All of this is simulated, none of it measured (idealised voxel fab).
Process module under the name voxel transistor to metal
We display cut, a cross-section 150 nm in width whose square cells are each 5 nm.
Each cross-section below is a grid of square cells, stated as bands in top-down order, with one or more rows of cells making up each band.
Within each band entry, the heights of the top and of the bottom of the band appear first, in that order and in nm; the materials of the band then follow from left to right, each with its corresponding width in nm. The designation "throughout" on a single material indicates that it fills the band from edge to edge; the designation "blank" indicates empty space.
Measure heights from 0. That's the level where, below it, the as-received wafer is all one material. The lowest band is bottomless and extends downward; write it as in "0 nm and below".
Read "30..40" as a graded width: first number on top, second number at the bottom, same change between each pair of neighbouring rows.
Any step labelled "same as before" changed none of the cells in the cross-section.
Under "Unvented voids" you'll find the enclosed gaps, the ones with no way out to the top, that are 8 cells or bigger; each reads width x height at distance, with distance counted from the left edge, everything in nm.
If you see something after the settings on a step's line, that's the simulator's own remark about that step.
overlay nm: right-of-plan distance of the mask on a masked step; negative values mean left-of-plan.

# Listed below are the process steps as planned
1: RECEIVE | material Si
2: CONFORMAL_DEP | material SiO2 | thk nm 5
3: CONFORMAL_DEP | material SiN | thk nm 10
4: PATTERN | tone cover | mask id ACTIVE | material resist | width nm 90 | thk nm 15 | overlay nm 0
5: DIRECTIONAL_ETCH | etch materials SiN | depth nm 10
6: DIRECTIONAL_ETCH | etch materials SiO2 | depth nm 5
7: DIRECTIONAL_ETCH | etch materials Si | depth nm 30
8: STRIP | etch materials resist
9: FILL_DEP | material SiO2 | thk nm 5
10: CMP | height nm 15
11: SELECTIVE_ETCH | etch materials SiO2 | depth nm 5
12: STRIP | etch materials SiN
13: SELECTIVE_ETCH | etch materials SiO2 | depth nm 5
14: OXIDIZE | depth nm 5
15: DIRECTIONAL_DEP | material polySi | thk nm 30
16: DIRECTIONAL_DEP | material SiCN | thk nm 15
17: DIRECTIONAL_DEP | material aC | thk nm 15
18: PATTERN | tone cover | mask id GATE | material resist | width nm 20 | thk nm 35 | overlay nm 0
19: DIRECTIONAL_ETCH | etch materials aC | depth nm 15
20: STRIP | etch materials resist
21: DIRECTIONAL_ETCH | etch materials SiCN | depth nm 25
22: DIRECTIONAL_ETCH | etch materials polySi | depth nm 40
23: STRIP | etch materials aC
24: CONFORMAL_DEP | material SiN | thk nm 5
25: DIRECTIONAL_ETCH | etch materials SiN | depth nm 5
26: DIRECTIONAL_ETCH | etch materials SiO2 | depth nm 5
27: DIRECTIONAL_ETCH | etch materials Si | depth nm 10
28: EPI | material SiGe | thk nm 15
29: FILL_DEP | material SiO2 | thk nm 10
30: CMP | height nm 45
31: DIRECTIONAL_DEP | material SiO2 | thk nm 15
32: DIRECTIONAL_DEP | material aC | thk nm 15
33: PATTERN | tone open | mask id CONTACT | material resist | width nm 15 | pitch nm 65 | thk nm 35 | overlay nm 0
34: DIRECTIONAL_ETCH | etch materials aC | depth nm 15
35: STRIP | etch materials resist
36: DIRECTIONAL_ETCH | etch materials SiO2 | depth nm 60
37: STRIP | etch materials aC
38: CONFORMAL_DEP | material TiN | thk nm 5
39: FILL_DEP | material Ru | thk nm 5
40: CMP | height nm 60
41: CONFORMAL_DEP | material SiN | thk nm 5
42: DIRECTIONAL_DEP | material SiO2 | thk nm 25
43: MASKED_ETCH | tone open | mask id METAL_1 | width nm 15 | pitch nm 65 | etch materials SiO2 | depth nm 25 | overlay nm -15
44: MASKED_ETCH | tone open | mask id METAL_1 | width nm 15 | pitch nm 65 | etch materials SiN | depth nm 5 | overlay nm 0
45: CONFORMAL_DEP | material TiN | thk nm 5
46: FILL_DEP | material Ru | thk nm 5
47: CMP | height nm 90
48: CONFORMAL_DEP | material SiCN | thk nm 5
Same starting wafers, different overlay nm at step 43. Plan value belongs to the first wafer.

# first wafer as received, after step 1
  0 nm and below: Si throughout
  Unvented voids: none

# wafer rows; end of module; cells per material since receipt: (+) gained, (-) lost; then closed voids
overlay nm -15 | +26 Ru | -114 Si | +42 SiCN | +48 SiGe | +50 SiN | +422 SiO2 | +72 TiN | +24 polySi | Unvented voids: none
overlay nm -10 | +26 Ru | -114 Si | +42 SiCN | +48 SiGe | +48 SiN | +422 SiO2 | +74 TiN | +24 polySi | Unvented voids: none
overlay nm -5 | +26 Ru | -114 Si | +42 SiCN | +48 SiGe | +46 SiN | +422 SiO2 | +76 TiN | +24 polySi | Unvented voids: none
overlay nm 0 | +28 Ru | -114 Si | +42 SiCN | +48 SiGe | +44 SiN | +422 SiO2 | +76 TiN | +24 polySi | Unvented voids: none
overlay nm 5 | +26 Ru | -114 Si | +42 SiCN | +48 SiGe | +46 SiN | +422 SiO2 | +76 TiN | +24 polySi | Unvented voids: none
overlay nm 10 | +26 Ru | -114 Si | +42 SiCN | +48 SiGe | +48 SiN | +422 SiO2 | +74 TiN | +24 polySi | Unvented voids: none
overlay nm 15 | +26 Ru | -114 Si | +42 SiCN | +48 SiGe | +50 SiN | +422 SiO2 | +72 TiN | +24 polySi | Unvented voids: none
